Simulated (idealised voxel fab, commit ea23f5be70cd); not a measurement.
process module | voxel lift off
The cross-section shown here is cut; it is 275 nm wide and divided into square cells measuring 5 nm on a side.
Cross-sections here: square-cell grids, written as top-down lists of bands, a band being one or more rows of cells. This entry defines a band. It first specifies the height of the band's top and the height of its bottom in nm, and then specifies the band's materials from left to right, stating each material with its width in nm. The word "everywhere" identifies a single material that fills the band from edge to edge, while the word "empty" identifies empty space. Counting heights begins at 0, where everything beneath is, in the wafer as received, one material. The lowest band has no bottom; it goes on downwards, as "0 nm and below" shows. A two-number width, for instance "30 to 40", indicates that the width is equal to the first number in the top row of the band and to the second number in the bottom row, and that it changes by a constant amount per row of cells. When a step is marked "left unchanged", none of the cells in the cross-section changed during that step. Entry "Closed internal cavities". Content: empty spaces with no open connection to the top, size 8 cells or greater. Each: width x height at distance. Distance: from left edge. Unit: nm. Read whatever lies past the settings on a step's line as the simulator's own remark about the step. A step's line can hold "overlay nm"; with a mask on that step, the setting says how far right of the planned place the mask lay, while a negative setting says it lay to the left.
# This section lists the process steps that were planned
1 RECEIVE, material Si
2 CONFORMAL_DEP, material SiO2, thk nm 15
3 PATTERN, tone open, mask id LINES, material resist, width nm 30, pitch nm 60, thk nm 20, overlay nm 0
4 DIRECTIONAL_DEP, material Ru, thk nm 5
5 STRIP, etch materials resist
6 CONFORMAL_DEP, material SiCN, thk nm 5
# This is the cross-section of the wafer as we received it, i.e. after step 1
> 0 nm and below = Si everywhere
> Closed internal cavities: none
# The first of the two wafers as seen in cross-section once the module was finished; processing followed the plan
> 25 nm to 20 nm = 85 of empty, 40 of SiCN, 20 of empty, 40 of SiCN, 90 of empty
> 20 nm to 15 nm = 90 of SiCN, 30 of Ru, 30 of SiCN, 30 of Ru, 95 of SiCN
> 15 nm to 0 nm = SiO2 everywhere
> 0 nm and below = Si everywhere
> Closed internal cavities: none
# Now the second wafer, cross-sectioned at the end of the module. Nothing different at the start, nothing different in the plan compared with the first, just one mistake when it was actually run
> 25 nm to 20 nm = 85 of empty, 40 of SiCN, 20 of empty, 40 of SiCN, 90 of empty
> 20 nm to 15 nm = 90 of SiCN, 30 of Ru, 30 of SiCN, 30 of Ru, 95 of SiCN
> 15 nm to 0 nm = Ru everywhere
> 0 nm and below = Si everywhere
> Closed internal cavities: none
What was the processing mistake? so step 2 ended up running with a different setting than we planned, it ran as CONFORMAL_DEP, material Ru, thk nm 15
Looking at both finished wafers in cells, the second ends up ahead of or behind the first on some materials: 165 more of Ru; 165 fewer of SiO2
